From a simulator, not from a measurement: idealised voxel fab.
The following process module bears the name voxel capacitor over wiring.
Section cut is 265 nm wide and gridded with 5 nm square cells.
How to read a cross-section here: the picture is a grid of square cells, written as bands going from the top down, and any band can span one or more rows of cells.
This entry defines a band. It first specifies the height of the band's top and the height of its bottom in nm, and then specifies the band's materials from left to right, stating each material with its width in nm. The word "edge to edge" identifies a single material that fills the band from edge to edge, while the word "blank" identifies empty space.
Height reference: 0 = level under which incoming wafer is all one material. Lowest band: no bottom, runs on downward, e.g. "0 down".
It should be noted that a width expressed as "30..40" varies in equal increments from row to row of cells within the band, taking the value of the first number at the top row and that of the second number at the bottom row.
"changes: none" after a step means that no cell of the cross-section changed.
Look at "Closed internal cavities" for the closed voids: empty spaces with no open path to the top, sized 8 cells or up. Each is width x height at distance, distance from the left edge, all nm.
Formally, on a step line, whatever follows the settings is a remark that the simulator itself makes on the step.
For masked steps, "overlay nm" on the step line gives how far right of plan the mask actually lay; a minus sign means it lay to the left.
-- The planned process steps are enumerated hereunder
1,RECEIVE (material Si)
2,CONFORMAL_DEP (material SiO2; thk nm 15)
3,CONFORMAL_DEP (material SiN; thk nm 5)
4,DIRECTIONAL_DEP (material SiO2; thk nm 25)
5,MASKED_ETCH (tone open; mask id METAL_1; width nm 30; pitch nm 90; etch materials SiO2; depth nm 25; overlay nm 0)
6,MASKED_ETCH (tone open; mask id METAL_1; width nm 30; pitch nm 90; etch materials SiN; depth nm 5; overlay nm 0)
7,CONFORMAL_DEP (material TiN; thk nm 5)
8,FILL_DEP (material Cu; thk nm 10)
9,CMP (height nm 45)
10,CONFORMAL_DEP (material SiCN; thk nm 5)
11,DIRECTIONAL_DEP (material SiO2; thk nm 15)
12,PATTERN (tone open; mask id PLUG_1; material resist; width nm 15; thk nm 15; overlay nm 0)
13,DIRECTIONAL_ETCH (etch materials SiO2; depth nm 15)
14,DIRECTIONAL_ETCH (etch materials SiCN; depth nm 5)
15,STRIP (etch materials resist)
16,EPI (material Ru; thk nm 10)
17,EPI (material Ru; thk nm 10)
18,DIRECTIONAL_DEP (material TiN; thk nm 5)
19,DIRECTIONAL_DEP (material HfO2; thk nm 5)
20,DIRECTIONAL_DEP (material TiN; thk nm 10)
21,PATTERN (tone cover; mask id UPPER_PLATE; material resist; width nm 65; thk nm 15; overlay nm 0)
22,DIRECTIONAL_ETCH (etch materials TiN; depth nm 10)
23,DIRECTIONAL_ETCH (etch materials HfO2; depth nm 5)
24,STRIP (etch materials resist)
25,PATTERN (tone cover; mask id LOWER_PLATE; material resist; width nm 75; thk nm 15; overlay nm 0)
26,DIRECTIONAL_ETCH (etch materials TiN; depth nm 5)
27,STRIP (etch materials resist)
28,FILL_DEP (material SiO2; thk nm 15)
29,CMP (height nm 95)
30,PATTERN (tone open; mask id PLUG_2; material resist; width nm 15; thk nm 20; overlay nm 0)
31,DIRECTIONAL_ETCH (etch materials SiO2; depth nm 10)
32,STRIP (etch materials resist)
33,CONFORMAL_DEP (material TiN; thk nm 5)
34,FILL_DEP (material Cu; thk nm 10)
35,CMP (height nm 95)
36,CONFORMAL_DEP (material SiN; thk nm 5)
-- So this is the incoming wafer in cross-section - it's already been through step 1
    0 down | Si edge to edge
    Closed internal cavities: none
-- Module complete, cross-section. Starting point and plan per above. One mistake made in running the module
    100 to 95 | SiN edge to edge
    95 to 90 | SiO2: 95 | TiN: 5 | Cu: 5 | TiN: 5 | SiO2: 155
    90 to 85 | SiO2: 95 | TiN: 15 | SiO2: 155
    85 to 75 | SiO2: 85 | TiN: 65 | SiO2: 115
    75 to 70 | SiO2: 85 | HfO2: 65 | SiO2: 115
    70 to 65 | SiO2: 80 | TiN: 75 | SiO2: 110
    65 to 50 | SiO2: 85 | Ru: 15 | SiO2: 165
    50 to 45 | SiCN: 85 | Ru: 15 | SiCN: 165
    45 to 25 | SiO2: 70 | TiN: 5 | Cu: 20 | TiN: 5 | SiO2: 60 | TiN: 5 | Cu: 20 | TiN: 5 | SiO2: 75
    25 to 20 | SiO2: 70 | TiN: 30 | SiO2: 60 | TiN: 30 | SiO2: 75
    20 to 5 | SiO2 edge to edge
    5 to 0 | SiN edge to edge
    0 down | Si edge to edge
    Closed internal cavities: none
Run error: the intended sequence of steps 2 and 3 was reversed during processing, with each occupying the position of the other
